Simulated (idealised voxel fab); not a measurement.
The following process module bears the name voxel transistor to metal.
Displayed cross-section: cut, width of 140 nm, square cells sized 5 nm.
A cross-section is a grid of square cells, given in bands from the top down. A band is one or more rows of cells.
Within each band entry, the heights of the top and of the bottom of the band appear first, in that order and in nm; the materials of the band then follow from left to right, each with its corresponding width in nm. The designation "throughout" on a single material indicates that it fills the band from edge to edge; the designation "blank" indicates empty space.
Beneath 0, the wafer as received is one material, and that level is where height counting begins. The lowest band goes on downward without a bottom; it is written like "0 -> down".
Read "30 to 40" as a graded width: first number on top, second number at the bottom, same change between each pair of neighbouring rows.
"remained the same" means the step left every cell of the cross-section as it was.
Listed in "Closed void listing": every empty space of 8 or more cells without an open way to the top. Form: width x height at distance, the distance being from the left edge, all in nm.
Read whatever lies past the settings on a step's line as the simulator's own remark about the step.
For masked steps, "overlay nm" on the step line gives how far right of plan the mask actually lay; a minus sign means it lay to the left.
In what follows, pairs of cross-sections are presented, each taken before and after one process step, with the after cross-section shown only down to the lowest band that was altered; the step, together with its settings, is stated below the pair. The pairs may stem from different runs of this module on the same starting wafer; accordingly, a pair should be taken as continuing from the one above it solely where its entry headed "Before the process" indicates as much.

BEFORE THE PROCESS
	45 -> 35 = SiO2 25 nm; blank 20 nm; SiO2 45 nm; blank 20 nm; SiO2 30 nm
	35 -> 25 = SiO2 25 nm; blank 20 nm; SiO2 5 nm; SiN 10 nm; SiCN 15 nm; SiN 10 nm; SiO2 5 nm; blank 20 nm; SiO2 30 nm
	25 -> 10 = SiO2 25 nm; blank 20 nm; SiO2 5 nm; SiN 10 nm; polySi 15 nm; SiN 10 nm; SiO2 5 nm; blank 20 nm; SiO2 30 nm
	10 -> 0 = SiO2 10 nm; SiN 10 nm; SiO2 5 nm; blank 20 nm; SiO2 5 nm; SiN 10 nm; polySi 15 nm; SiN 10 nm; SiO2 5 nm; blank 20 nm; SiO2 5 nm; SiN 10 nm; SiO2 15 nm
	0 -> -5 = SiO2 20 nm; pSi 30 nm; SiO2 35 nm; pSi 30 nm; SiO2 25 nm
	-5 -> -60 = SiO2 15 nm; Si 105 nm; SiO2 20 nm
	-60 -> down = Si throughout
	Closed void listing: none

POST-STEP GEOMETRY
	50 -> 45 = TiN 30 nm; blank 10 nm; TiN 55 nm; blank 10 nm; TiN 35 nm
	45 -> 35 = SiO2 25 nm; TiN 5 nm; blank 10 nm; TiN 5 nm; SiO2 45 nm; TiN 5 nm; blank 10 nm; TiN 5 nm; SiO2 30 nm
	35 -> 25 = SiO2 25 nm; TiN 5 nm; blank 10 nm; TiN 5 nm; SiO2 5 nm; SiN 10 nm; SiCN 15 nm; SiN 10 nm; SiO2 5 nm; TiN 5 nm; blank 10 nm; TiN 5 nm; SiO2 30 nm
	25 -> 10 = SiO2 25 nm; TiN 5 nm; blank 10 nm; TiN 5 nm; SiO2 5 nm; SiN 10 nm; polySi 15 nm; SiN 10 nm; SiO2 5 nm; TiN 5 nm; blank 10 nm; TiN 5 nm; SiO2 30 nm
	10 -> 5 = SiO2 10 nm; SiN 10 nm; SiO2 5 nm; TiN 5 nm; blank 10 nm; TiN 5 nm; SiO2 5 nm; SiN 10 nm; polySi 15 nm; SiN 10 nm; SiO2 5 nm; TiN 5 nm; blank 10 nm; TiN 5 nm; SiO2 5 nm; SiN 10 nm; SiO2 15 nm
	5 -> 0 = SiO2 10 nm; SiN 10 nm; SiO2 5 nm; TiN 20 nm; SiO2 5 nm; SiN 10 nm; polySi 15 nm; SiN 10 nm; SiO2 5 nm; TiN 20 nm; SiO2 5 nm; SiN 10 nm; SiO2 15 nm
	Below 0, the layers are the same as they were.
	Closed void listing: none
Before/after cross-sections above; step in between: CONFORMAL_DEP [material TiN] [thk nm 5]

Before the process: This step starts from the configuration shown after the step in the pair immediately above.

POST-STEP GEOMETRY
	55 -> 50 = W throughout
	50 -> 45 = TiN 30 nm; W 10 nm; TiN 55 nm; W 10 nm; TiN 35 nm
	45 -> 35 = SiO2 25 nm; TiN 5 nm; W 10 nm; TiN 5 nm; SiO2 45 nm; TiN 5 nm; W 10 nm; TiN 5 nm; SiO2 30 nm
	35 -> 25 = SiO2 25 nm; TiN 5 nm; W 10 nm; TiN 5 nm; SiO2 5 nm; SiN 10 nm; SiCN 15 nm; SiN 10 nm; SiO2 5 nm; TiN 5 nm; W 10 nm; TiN 5 nm; SiO2 30 nm
	25 -> 10 = SiO2 25 nm; TiN 5 nm; W 10 nm; TiN 5 nm; SiO2 5 nm; SiN 10 nm; polySi 15 nm; SiN 10 nm; SiO2 5 nm; TiN 5 nm; W 10 nm; TiN 5 nm; SiO2 30 nm
	10 -> 5 = SiO2 10 nm; SiN 10 nm; SiO2 5 nm; TiN 5 nm; W 10 nm; TiN 5 nm; SiO2 5 nm; SiN 10 nm; polySi 15 nm; SiN 10 nm; SiO2 5 nm; TiN 5 nm; W 10 nm; TiN 5 nm; SiO2 5 nm; SiN 10 nm; SiO2 15 nm
	Below 5, the layers are the same as they were.
	Closed void listing: none
Before/after cross-sections above; step in between: FILL_DEP [material W] [thk nm 5]

Before the process: This step starts from the configuration shown after the step in the pair immediately above.

POST-STEP GEOMETRY
	45 -> 35 = SiO2 25 nm; TiN 5 nm; W 10 nm; TiN 5 nm; SiO2 45 nm; TiN 5 nm; W 10 nm; TiN 5 nm; SiO2 30 nm
	Below 35, the layers are the same as they were.
	Closed void listing: none
Before/after cross-sections above; step in between: CMP [height nm 45]

Before the process: This step starts from the configuration shown after the step in the pair immediately above.

POST-STEP GEOMETRY
	50 -> 45 = TiN throughout
	Below 45, the layers are the same as they were.
	Closed void listing: none
Before/after cross-sections above; step in between: DIRECTIONAL_DEP [material TiN] [thk nm 5]

Before the process: This step starts from the configuration shown after the step in the pair immediately above.

POST-STEP GEOMETRY
	70 -> 50 = W throughout
	Below 50, the layers are the same as they were.
	Closed void listing: none
Before/after cross-sections above; step in between: DIRECTIONAL_DEP [material W] [thk nm 20]

Before the process: This step starts from the configuration shown after the step in the pair immediately above.

POST-STEP GEOMETRY
	70 -> 50 = blank 25 nm; W 20 nm; blank 45 nm; W 20 nm; blank 30 nm
	Below 50, the layers are the same as they were.
	Closed void listing: none
Before/after cross-sections above; step in between: MASKED_ETCH [tone cover] [mask id METAL_1] [width nm 20] [pitch nm 65] [etch materials W] [depth nm 20] [overlay nm 0]

Before the process: This step starts from the configuration shown after the step in the pair immediately above.

POST-STEP GEOMETRY
	70 -> 50 = blank 25 nm; W 20 nm; blank 45 nm; W 20 nm; blank 30 nm
	50 -> 45 = blank 25 nm; TiN 20 nm; blank 45 nm; TiN 20 nm; blank 30 nm
	Below 45, the layers are the same as they were.
	Closed void listing: none
Before/after cross-sections above; step in between: MASKED_ETCH [tone cover] [mask id METAL_1] [width nm 20] [pitch nm 65] [etch materials TiN] [depth nm 5] [overlay nm 0]

Before the process: This step starts from the configuration shown after the step in the pair immediately above.

POST-STEP GEOMETRY
	75 -> 70 = blank 20 nm; SiCN 30 nm; blank 35 nm; SiCN 30 nm; blank 25 nm
	70 -> 50 = blank 20 nm; SiCN 5 nm; W 20 nm; SiCN 5 nm; blank 35 nm; SiCN 5 nm; W 20 nm; SiCN 5 nm; blank 25 nm
	50 -> 45 = SiCN 25 nm; TiN 20 nm; SiCN 45 nm; TiN 20 nm; SiCN 30 nm
	Below 45, the layers are the same as they were.
	Closed void listing: none
Before/after cross-sections above; step in between: CONFORMAL_DEP [material SiCN] [thk nm 5]

Before the process: This step starts from the configuration shown after the step in the pair immediately above.

POST-STEP GEOMETRY
	85 -> 75 = SiO2 throughout
	75 -> 70 = SiO2 20 nm; SiCN 30 nm; SiO2 35 nm; SiCN 30 nm; SiO2 25 nm
	70 -> 50 = SiO2 20 nm; SiCN 5 nm; W 20 nm; SiCN 5 nm; SiO2 35 nm; SiCN 5 nm; W 20 nm; SiCN 5 nm; SiO2 25 nm
	Below 50, the layers are the same as they were.
	Closed void listing: none
Before/after cross-sections above; step in between: FILL_DEP [material SiO2] [thk nm 10]

Before the process: This step starts from the configuration shown after the step in the pair immediately above.

POST-STEP GEOMETRY
	70 -> 50 = SiO2 20 nm; SiCN 5 nm; W 20 nm; SiCN 5 nm; SiO2 35 nm; SiCN 5 nm; W 20 nm; SiCN 5 nm; SiO2 25 nm
	Below 50, the layers are the same as they were.
	Closed void listing: none
Before/after cross-sections above; step in between: CMP [height nm 70]

Before the process: This step starts from the configuration shown after the step in the pair immediately above.

POST-STEP GEOMETRY
	75 -> 70 = SiCN throughout
	Below 70, the layers are the same as they were.
	Closed void listing: none
Before/after cross-sections above; step in between: CONFORMAL_DEP [material SiCN] [thk nm 5]

BEFORE THE PROCESS
	45 -> 35 = SiO2 25 nm; TiN 5 nm; W 10 nm; TiN 5 nm; SiO2 45 nm; TiN 5 nm; W 10 nm; TiN 5 nm; SiO2 30 nm
	35 -> 25 = SiO2 25 nm; TiN 5 nm; W 10 nm; TiN 5 nm; SiO2 5 nm; SiN 10 nm; SiCN 15 nm; SiN 10 nm; SiO2 5 nm; TiN 5 nm; W 10 nm; TiN 5 nm; SiO2 30 nm
	25 -> 10 = SiO2 25 nm; TiN 5 nm; W 10 nm; TiN 5 nm; SiO2 5 nm; SiN 10 nm; polySi 15 nm; SiN 10 nm; SiO2 5 nm; TiN 5 nm; W 10 nm; TiN 5 nm; SiO2 30 nm
	10 -> 5 = SiO2 10 nm; SiN 10 nm; SiO2 5 nm; TiN 5 nm; W 10 nm; TiN 5 nm; SiO2 5 nm; SiN 10 nm; polySi 15 nm; SiN 10 nm; SiO2 5 nm; TiN 5 nm; W 10 nm; TiN 5 nm; SiO2 5 nm; SiN 10 nm; SiO2 15 nm
	5 -> 0 = SiO2 10 nm; SiN 10 nm; SiO2 5 nm; TiN 20 nm; SiO2 5 nm; SiN 10 nm; polySi 15 nm; SiN 10 nm; SiO2 5 nm; TiN 20 nm; SiO2 5 nm; SiN 10 nm; SiO2 15 nm
	0 -> -5 = SiO2 20 nm; pSi 30 nm; SiO2 35 nm; pSi 30 nm; SiO2 25 nm
	-5 -> -30 = SiO2 15 nm; Si 105 nm; SiO2 20 nm
	-30 -> down = Si throughout
	Closed void listing: none

POST-STEP GEOMETRY
	65 -> 45 = W throughout
	Below 45, the layers are the same as they were.
	Closed void listing: none
Before/after cross-sections above; step in between: DIRECTIONAL_DEP [material W] [thk nm 20]

Before the process: This step starts from the configuration shown after the step in the pair immediately above.

POST-STEP GEOMETRY
	70 -> 65 = TiN throughout
	Below 65, the layers are the same as they were.
	Closed void listing: none
Before/after cross-sections above; step in between: DIRECTIONAL_DEP [material TiN] [thk nm 5]

Before the process: This step starts from the configuration shown after the step in the pair immediately above.

POST-STEP GEOMETRY
	70 -> 65 = blank 25 nm; TiN 20 nm; blank 45 nm; TiN 20 nm; blank 30 nm
	Below 65, the layers are the same as they were.
	Closed void listing: none
Before/after cross-sections above; step in between: MASKED_ETCH [tone cover] [mask id METAL_1] [width nm 20] [pitch nm 65] [etch materials TiN] [depth nm 5] [overlay nm 0]

Before the process: This step starts from the configuration shown after the step in the pair immediately above.

POST-STEP GEOMETRY
	75 -> 70 = blank 20 nm; SiCN 30 nm; blank 35 nm; SiCN 30 nm; blank 25 nm
	70 -> 65 = SiCN 25 nm; TiN 20 nm; SiCN 45 nm; TiN 20 nm; SiCN 30 nm
	Below 65, the layers are the same as they were.
	Closed void listing: none
Before/after cross-sections above; step in between: CONFORMAL_DEP [material SiCN] [thk nm 5]

Before the process: This step starts from the configuration shown after the step in the pair immediately above.

POST-STEP GEOMETRY
	85 -> 75 = SiO2 throughout
	75 -> 70 = SiO2 20 nm; SiCN 30 nm; SiO2 35 nm; SiCN 30 nm; SiO2 25 nm
	Below 70, the layers are the same as they were.
	Closed void listing: none
Before/after cross-sections above; step in between: FILL_DEP [material SiO2] [thk nm 10]

Before the process: This step starts from the configuration shown after the step in the pair immediately above.

POST-STEP GEOMETRY
	70 -> 65 = SiCN 25 nm; TiN 20 nm; SiCN 45 nm; TiN 20 nm; SiCN 30 nm
	Below 65, the layers are the same as they were.
	Closed void listing: none
Before/after cross-sections above; step in between: CMP [height nm 70]

Before the process: This step starts from the configuration shown after the step in the pair immediately above.

POST-STEP GEOMETRY
	75 -> 70 = SiCN throughout
	Below 70, the layers are the same as they were.
	Closed void listing: none
Before/after cross-sections above; step in between: CONFORMAL_DEP [material SiCN] [thk nm 5]

BEFORE THE PROCESS
	40 -> 35 = SiO2 throughout
	35 -> 25 = SiO2 50 nm; SiN 10 nm; SiCN 15 nm; SiN 10 nm; SiO2 55 nm
	25 -> 10 = SiO2 50 nm; SiN 10 nm; polySi 15 nm; SiN 10 nm; SiO2 55 nm
	10 -> 0 = SiO2 10 nm; SiN 10 nm; SiO2 30 nm; SiN 10 nm; polySi 15 nm; SiN 10 nm; SiO2 30 nm; SiN 10 nm; SiO2 15 nm
	0 -> -5 = SiO2 20 nm; pSi 30 nm; SiO2 35 nm; pSi 30 nm; SiO2 25 nm
	-5 -> -30 = SiO2 15 nm; Si 105 nm; SiO2 20 nm
	-30 -> down = Si throughout
	Closed void listing: none

POST-STEP GEOMETRY
	30 -> 25 = SiO2 50 nm; SiN 10 nm; SiCN 15 nm; SiN 10 nm; SiO2 55 nm
	Below 25, the layers are the same as they were.
	Closed void listing: none
Before/after cross-sections above; step in between: CMP [height nm 30]

Before the process: This step starts from the configuration shown after the step in the pair immediately above.

POST-STEP GEOMETRY
	40 -> 30 = SiO2 throughout
	Below 30, the layers are the same as they were.
	Closed void listing: none
Before/after cross-sections above; step in between: DIRECTIONAL_DEP [material SiO2] [thk nm 10]

Before the process: This step starts from the configuration shown after the step in the pair immediately above.

POST-STEP GEOMETRY
	55 -> 40 = aC throughout
	Below 40, the layers are the same as they were.
	Closed void listing: none
Before/after cross-sections above; step in between: DIRECTIONAL_DEP [material aC] [thk nm 15]

Before the process: This step starts from the configuration shown after the step in the pair immediately above.

POST-STEP GEOMETRY
	85 -> 55 = resist 25 nm; blank 20 nm; resist 45 nm; blank 20 nm; resist 30 nm
	Below 55, the layers are the same as they were.
	Closed void listing: none
Before/after cross-sections above; step in between: PATTERN [tone open] [mask id CONTACT] [material resist] [width nm 20] [pitch nm 65] [thk nm 30] [overlay nm 0]

Before the process: This step starts from the configuration shown after the step in the pair immediately above.

POST-STEP GEOMETRY
	70 -> 55 = resist 25 nm; blank 20 nm; resist 45 nm; blank 20 nm; resist 30 nm
	55 -> 40 = aC 25 nm; blank 20 nm; aC 45 nm; blank 20 nm; aC 30 nm
	Below 40, the layers are the same as they were.
	Closed void listing: none
Before/after cross-sections above; step in between: DIRECTIONAL_ETCH [etch materials aC] [depth nm 15]

Before the process: This step starts from the configuration shown after the step in the pair immediately above.

POST-STEP GEOMETRY
	55 -> 40 = aC 25 nm; blank 20 nm; aC 45 nm; blank 20 nm; aC 30 nm
	Below 40, the layers are the same as they were.
	Closed void listing: none
Before/after cross-sections above; step in between: STRIP [etch materials resist]

Before the process: This step starts from the configuration shown after the step in the pair immediately above.

POST-STEP GEOMETRY
	55 -> 40 = aC 25 nm; blank 20 nm; aC 45 nm; blank 20 nm; aC 30 nm
	40 -> 30 = SiO2 25 nm; blank 20 nm; SiO2 45 nm; blank 20 nm; SiO2 30 nm
	30 -> 25 = SiO2 25 nm; blank 20 nm; SiO2 5 nm; SiN 10 nm; SiCN 15 nm; SiN 10 nm; SiO2 5 nm; blank 20 nm; SiO2 30 nm
	25 -> 10 = SiO2 25 nm; blank 20 nm; SiO2 5 nm; SiN 10 nm; polySi 15 nm; SiN 10 nm; SiO2 5 nm; blank 20 nm; SiO2 30 nm
	10 -> 0 = SiO2 10 nm; SiN 10 nm; SiO2 5 nm; blank 20 nm; SiO2 5 nm; SiN 10 nm; polySi 15 nm; SiN 10 nm; SiO2 5 nm; blank 20 nm; SiO2 5 nm; SiN 10 nm; SiO2 15 nm
	Below 0, the layers are the same as they were.
	Closed void listing: none
Before/after cross-sections above; step in between: DIRECTIONAL_ETCH [etch materials SiO2] [depth nm 45]

Before the process: This step starts from the configuration shown after the step in the pair immediately above.

POST-STEP GEOMETRY
	40 -> 30 = SiO2 25 nm; blank 20 nm; SiO2 45 nm; blank 20 nm; SiO2 30 nm
	Below 30, the layers are the same as they were.
	Closed void listing: none
Before/after cross-sections above; step in between: STRIP [etch materials aC]

Before the process: This step starts from the configuration shown after the step in the pair immediately above.

POST-STEP GEOMETRY
	45 -> 40 = TiN 30 nm; blank 10 nm; TiN 55 nm; blank 10 nm; TiN 35 nm
	40 -> 30 = SiO2 25 nm; TiN 5 nm; blank 10 nm; TiN 5 nm; SiO2 45 nm; TiN 5 nm; blank 10 nm; TiN 5 nm; SiO2 30 nm
	30 -> 25 = SiO2 25 nm; TiN 5 nm; blank 10 nm; TiN 5 nm; SiO2 5 nm; SiN 10 nm; SiCN 15 nm; SiN 10 nm; SiO2 5 nm; TiN 5 nm; blank 10 nm; TiN 5 nm; SiO2 30 nm
	25 -> 10 = SiO2 25 nm; TiN 5 nm; blank 10 nm; TiN 5 nm; SiO2 5 nm; SiN 10 nm; polySi 15 nm; SiN 10 nm; SiO2 5 nm; TiN 5 nm; blank 10 nm; TiN 5 nm; SiO2 30 nm
	10 -> 5 = SiO2 10 nm; SiN 10 nm; SiO2 5 nm; TiN 5 nm; blank 10 nm; TiN 5 nm; SiO2 5 nm; SiN 10 nm; polySi 15 nm; SiN 10 nm; SiO2 5 nm; TiN 5 nm; blank 10 nm; TiN 5 nm; SiO2 5 nm; SiN 10 nm; SiO2 15 nm
	5 -> 0 = SiO2 10 nm; SiN 10 nm; SiO2 5 nm; TiN 20 nm; SiO2 5 nm; SiN 10 nm; polySi 15 nm; SiN 10 nm; SiO2 5 nm; TiN 20 nm; SiO2 5 nm; SiN 10 nm; SiO2 15 nm
	Below 0, the layers are the same as they were.
	Closed void listing: none
Before/after cross-sections above; step in between: CONFORMAL_DEP [material TiN] [thk nm 5]

Before the process: This step starts from the configuration shown after the step in the pair immediately above.

POST-STEP GEOMETRY
	50 -> 45 = W throughout
	45 -> 40 = TiN 30 nm; W 10 nm; TiN 55 nm; W 10 nm; TiN 35 nm
	40 -> 30 = SiO2 25 nm; TiN 5 nm; W 10 nm; TiN 5 nm; SiO2 45 nm; TiN 5 nm; W 10 nm; TiN 5 nm; SiO2 30 nm
	30 -> 25 = SiO2 25 nm; TiN 5 nm; W 10 nm; TiN 5 nm; SiO2 5 nm; SiN 10 nm; SiCN 15 nm; SiN 10 nm; SiO2 5 nm; TiN 5 nm; W 10 nm; TiN 5 nm; SiO2 30 nm
	25 -> 10 = SiO2 25 nm; TiN 5 nm; W 10 nm; TiN 5 nm; SiO2 5 nm; SiN 10 nm; polySi 15 nm; SiN 10 nm; SiO2 5 nm; TiN 5 nm; W 10 nm; TiN 5 nm; SiO2 30 nm
	10 -> 5 = SiO2 10 nm; SiN 10 nm; SiO2 5 nm; TiN 5 nm; W 10 nm; TiN 5 nm; SiO2 5 nm; SiN 10 nm; polySi 15 nm; SiN 10 nm; SiO2 5 nm; TiN 5 nm; W 10 nm; TiN 5 nm; SiO2 5 nm; SiN 10 nm; SiO2 15 nm
	Below 5, the layers are the same as they were.
	Closed void listing: none
Before/after cross-sections above; step in between: FILL_DEP [material W] [thk nm 5]

Before the process: This step starts from the configuration shown after the step in the pair immediately above.

POST-STEP GEOMETRY
	45 -> 40 = TiN 30 nm; W 10 nm; TiN 55 nm; W 10 nm; TiN 35 nm
	Below 40, the layers are the same as they were.
	Closed void listing: none
Before/after cross-sections above; step in between: CMP [height nm 45]

Before the process: This step starts from the configuration shown after the step in the pair immediately above.

POST-STEP GEOMETRY
	50 -> 45 = TiN throughout
	Below 45, the layers are the same as they were.
	Closed void listing: none
Before/after cross-sections above; step in between: DIRECTIONAL_DEP [material TiN] [thk nm 5]

Before the process: This step starts from the configuration shown after the step in the pair immediately above.

POST-STEP GEOMETRY
	70 -> 50 = W throughout
	Below 50, the layers are the same as they were.
	Closed void listing: none
Before/after cross-sections above; step in between: DIRECTIONAL_DEP [material W] [thk nm 20]

Before the process: This step starts from the configuration shown after the step in the pair immediately above.

POST-STEP GEOMETRY
	70 -> 50 = blank 25 nm; W 20 nm; blank 45 nm; W 20 nm; blank 30 nm
	Below 50, the layers are the same as they were.
	Closed void listing: none
Before/after cross-sections above; step in between: MASKED_ETCH [tone cover] [mask id METAL_1] [width nm 20] [pitch nm 65] [etch materials W] [depth nm 20] [overlay nm 0]

Before the process: This step starts from the configuration shown after the step in the pair immediately above.

POST-STEP GEOMETRY
	70 -> 50 = blank 25 nm; W 20 nm; blank 45 nm; W 20 nm; blank 30 nm
	50 -> 45 = blank 25 nm; TiN 20 nm; blank 45 nm; TiN 20 nm; blank 30 nm
	Below 45, the layers are the same as they were.
	Closed void listing: none
Before/after cross-sections above; step in between: MASKED_ETCH [tone cover] [mask id METAL_1] [width nm 20] [pitch nm 65] [etch materials TiN] [depth nm 5] [overlay nm 0]

Before the process: This step starts from the configuration shown after the step in the pair immediately above.

POST-STEP GEOMETRY
	75 -> 70 = blank 20 nm; SiCN 30 nm; blank 35 nm; SiCN 30 nm; blank 25 nm
	70 -> 50 = blank 20 nm; SiCN 5 nm; W 20 nm; SiCN 5 nm; blank 35 nm; SiCN 5 nm; W 20 nm; SiCN 5 nm; blank 25 nm
	50 -> 45 = SiCN 25 nm; TiN 20 nm; SiCN 45 nm; TiN 20 nm; SiCN 30 nm
	Below 45, the layers are the same as they were.
	Closed void listing: none
Before/after cross-sections above; step in between: CONFORMAL_DEP [material SiCN] [thk nm 5]

Before the process: This step starts from the configuration shown after the step in the pair immediately above.

POST-STEP GEOMETRY
	85 -> 75 = SiO2 throughout
	75 -> 70 = SiO2 20 nm; SiCN 30 nm; SiO2 35 nm; SiCN 30 nm; SiO2 25 nm
	70 -> 50 = SiO2 20 nm; SiCN 5 nm; W 20 nm; SiCN 5 nm; SiO2 35 nm; SiCN 5 nm; W 20 nm; SiCN 5 nm; SiO2 25 nm
	Below 50, the layers are the same as they were.
	Closed void listing: none
Before/after cross-sections above; step in between: FILL_DEP [material SiO2] [thk nm 10]

Before the process: This step starts from the configuration shown after the step in the pair immediately above.

POST-STEP GEOMETRY
	70 -> 50 = SiO2 20 nm; SiCN 5 nm; W 20 nm; SiCN 5 nm; SiO2 35 nm; SiCN 5 nm; W 20 nm; SiCN 5 nm; SiO2 25 nm
	Below 50, the layers are the same as they were.
	Closed void listing: none
Before/after cross-sections above; step in between: CMP [height nm 70]

Before the process: This step starts from the configuration shown after the step in the pair immediately above.

POST-STEP GEOMETRY
	75 -> 70 = SiCN throughout
	Below 70, the layers are the same as they were.
	Closed void listing: none
Before/after cross-sections above; step in between: CONFORMAL_DEP [material SiCN] [thk nm 5]

BEFORE THE PROCESS
	70 -> 50 = W throughout
	50 -> 45 = TiN throughout
	45 -> 35 = SiO2 25 nm; TiN 5 nm; W 10 nm; TiN 5 nm; SiO2 45 nm; TiN 5 nm; W 10 nm; TiN 5 nm; SiO2 30 nm
	35 -> 25 = SiO2 25 nm; TiN 5 nm; W 10 nm; TiN 5 nm; SiO2 5 nm; SiN 10 nm; SiCN 15 nm; SiN 10 nm; SiO2 5 nm; TiN 5 nm; W 10 nm; TiN 5 nm; SiO2 30 nm
	25 -> 10 = SiO2 25 nm; TiN 5 nm; W 10 nm; TiN 5 nm; SiO2 5 nm; SiN 10 nm; polySi 15 nm; SiN 10 nm; SiO2 5 nm; TiN 5 nm; W 10 nm; TiN 5 nm; SiO2 30 nm
	10 -> 5 = SiO2 10 nm; SiN 10 nm; SiO2 5 nm; TiN 5 nm; W 10 nm; TiN 5 nm; SiO2 5 nm; SiN 10 nm; polySi 15 nm; SiN 10 nm; SiO2 5 nm; TiN 5 nm; W 10 nm; TiN 5 nm; SiO2 5 nm; SiN 10 nm; SiO2 15 nm
	5 -> 0 = SiO2 10 nm; SiN 10 nm; SiO2 5 nm; TiN 20 nm; SiO2 5 nm; SiN 10 nm; polySi 15 nm; SiN 10 nm; SiO2 5 nm; TiN 20 nm; SiO2 5 nm; SiN 10 nm; SiO2 15 nm
	0 -> -5 = SiO2 20 nm; pSi 30 nm; SiO2 35 nm; pSi 30 nm; SiO2 25 nm
	-5 -> -30 = SiO2 15 nm; Si 105 nm; SiO2 20 nm
	-30 -> down = Si throughout
	Closed void listing: none

POST-STEP GEOMETRY
	70 -> 50 = blank 20 nm; W 30 nm; blank 35 nm; W 30 nm; blank 25 nm
	Below 50, the layers are the same as they were.
	Closed void listing: none
Before/after cross-sections above; step in between: MASKED_ETCH [tone cover] [mask id METAL_1] [width nm 30] [pitch nm 65] [etch materials W] [depth nm 20] [overlay nm 0]

Before the process: This step starts from the configuration shown after the step in the pair immediately above.

POST-STEP GEOMETRY
	70 -> 50 = blank 20 nm; W 30 nm; blank 35 nm; W 30 nm; blank 25 nm
	50 -> 45 = blank 20 nm; TiN 30 nm; blank 35 nm; TiN 30 nm; blank 25 nm
	Below 45, the layers are the same as they were.
	Closed void listing: none
Before/after cross-sections above; step in between: MASKED_ETCH [tone cover] [mask id METAL_1] [width nm 20] [pitch nm 65] [etch materials TiN] [depth nm 5] [overlay nm 0]

Before the process: This step starts from the configuration shown after the step in the pair immediately above.

POST-STEP GEOMETRY
	75 -> 70 = blank 15 nm; SiCN 40 nm; blank 25 nm; SiCN 40 nm; blank 20 nm
	70 -> 50 = blank 15 nm; SiCN 5 nm; W 30 nm; SiCN 5 nm; blank 25 nm; SiCN 5 nm; W 30 nm; SiCN 5 nm; blank 20 nm
	50 -> 45 = SiCN 20 nm; TiN 30 nm; SiCN 35 nm; TiN 30 nm; SiCN 25 nm
	Below 45, the layers are the same as they were.
	Closed void listing: none
Before/after cross-sections above; step in between: CONFORMAL_DEP [material SiCN] [thk nm 5]

Before the process: This step starts from the configuration shown after the step in the pair immediately above.

POST-STEP GEOMETRY
	85 -> 75 = SiO2 throughout
	75 -> 70 = SiO2 15 nm; SiCN 40 nm; SiO2 25 nm; SiCN 40 nm; SiO2 20 nm
	70 -> 50 = SiO2 15 nm; SiCN 5 nm; W 30 nm; SiCN 5 nm; SiO2 25 nm; SiCN 5 nm; W 30 nm; SiCN 5 nm; SiO2 20 nm
	Below 50, the layers are the same as they were.
	Closed void listing: none
Before/after cross-sections above; step in between: FILL_DEP [material SiO2] [thk nm 10]

Before the process: This step starts from the configuration shown after the step in the pair immediately above.

POST-STEP GEOMETRY
	70 -> 50 = SiO2 15 nm; SiCN 5 nm; W 30 nm; SiCN 5 nm; SiO2 25 nm; SiCN 5 nm; W 30 nm; SiCN 5 nm; SiO2 20 nm
	Below 50, the layers are the same as they were.
	Closed void listing: none
Before/after cross-sections above; step in between: CMP [height nm 70]

Before the process: This step starts from the configuration shown after the step in the pair immediately above.

POST-STEP GEOMETRY
	75 -> 70 = SiCN throughout
	Below 70, the layers are the same as they were.
	Closed void listing: none
Before/after cross-sections above; step in between: CONFORMAL_DEP [material SiCN] [thk nm 5]

BEFORE THE PROCESS
	70 -> 50 = W throughout
	50 -> 45 = TiN throughout
	45 -> 35 = SiO2 25 nm; TiN 5 nm; W 10 nm; TiN 5 nm; SiO2 45 nm; TiN 5 nm; W 10 nm; TiN 5 nm; SiO2 30 nm
	35 -> 25 = SiO2 25 nm; TiN 5 nm; W 10 nm; TiN 5 nm; SiO2 5 nm; SiN 10 nm; SiCN 15 nm; SiN 10 nm; SiO2 5 nm; TiN 5 nm; W 10 nm; TiN 5 nm; SiO2 30 nm
	25 -> 10 = SiO2 25 nm; TiN 5 nm; W 10 nm; TiN 5 nm; SiO2 5 nm; SiN 10 nm; polySi 15 nm; SiN 10 nm; SiO2 5 nm; TiN 5 nm; W 10 nm; TiN 5 nm; SiO2 30 nm
	10 -> 5 = SiO2 10 nm; SiN 10 nm; SiO2 5 nm; TiN 5 nm; W 10 nm; TiN 5 nm; SiO2 5 nm; SiN 10 nm; polySi 15 nm; SiN 10 nm; SiO2 5 nm; TiN 5 nm; W 10 nm; TiN 5 nm; SiO2 5 nm; SiN 10 nm; SiO2 15 nm
	5 -> 0 = SiO2 10 nm; SiN 10 nm; SiO2 5 nm; TiN 20 nm; SiO2 5 nm; SiN 10 nm; polySi 15 nm; SiN 10 nm; SiO2 5 nm; TiN 20 nm; SiO2 5 nm; SiN 10 nm; SiO2 15 nm
	0 -> -5 = SiO2 20 nm; pSi 30 nm; SiO2 35 nm; pSi 30 nm; SiO2 25 nm
	-5 -> -30 = SiO2 15 nm; Si 105 nm; SiO2 20 nm
	-30 -> down = Si throughout
	Closed void listing: none

POST-STEP GEOMETRY
	70 -> 50 = blank 15 nm; W 20 nm; blank 45 nm; W 20 nm; blank 40 nm
	Below 50, the layers are the same as they were.
	Closed void listing: none
Before/after cross-sections above; step in between: MASKED_ETCH [tone cover] [mask id METAL_1] [width nm 20] [pitch nm 65] [etch materials W] [depth nm 20] [overlay nm -10]

Before the process: This step starts from the configuration shown after the step in the pair immediately above.

POST-STEP GEOMETRY
	70 -> 50 = blank 15 nm; W 20 nm; blank 45 nm; W 20 nm; blank 40 nm
	50 -> 45 = blank 15 nm; TiN 30 nm; blank 35 nm; TiN 30 nm; blank 30 nm
	Below 45, the layers are the same as they were.
	Closed void listing: none
Before/after cross-sections above; step in between: MASKED_ETCH [tone cover] [mask id METAL_1] [width nm 20] [pitch nm 65] [etch materials TiN] [depth nm 5] [overlay nm 0]

Before the process: This step starts from the configuration shown after the step in the pair immediately above.

POST-STEP GEOMETRY
	75 -> 70 = blank 10 nm; SiCN 30 nm; blank 35 nm; SiCN 30 nm; blank 35 nm
	70 -> 55 = blank 10 nm; SiCN 5 nm; W 20 nm; SiCN 5 nm; blank 35 nm; SiCN 5 nm; W 20 nm; SiCN 5 nm; blank 35 nm
	55 -> 50 = blank 10 nm; SiCN 5 nm; W 20 nm; SiCN 15 nm; blank 25 nm; SiCN 5 nm; W 20 nm; SiCN 15 nm; blank 25 nm
	50 -> 45 = SiCN 15 nm; TiN 30 nm; SiCN 35 nm; TiN 30 nm; SiCN 30 nm
	Below 45, the layers are the same as they were.
	Closed void listing: none
Before/after cross-sections above; step in between: CONFORMAL_DEP [material SiCN] [thk nm 5]
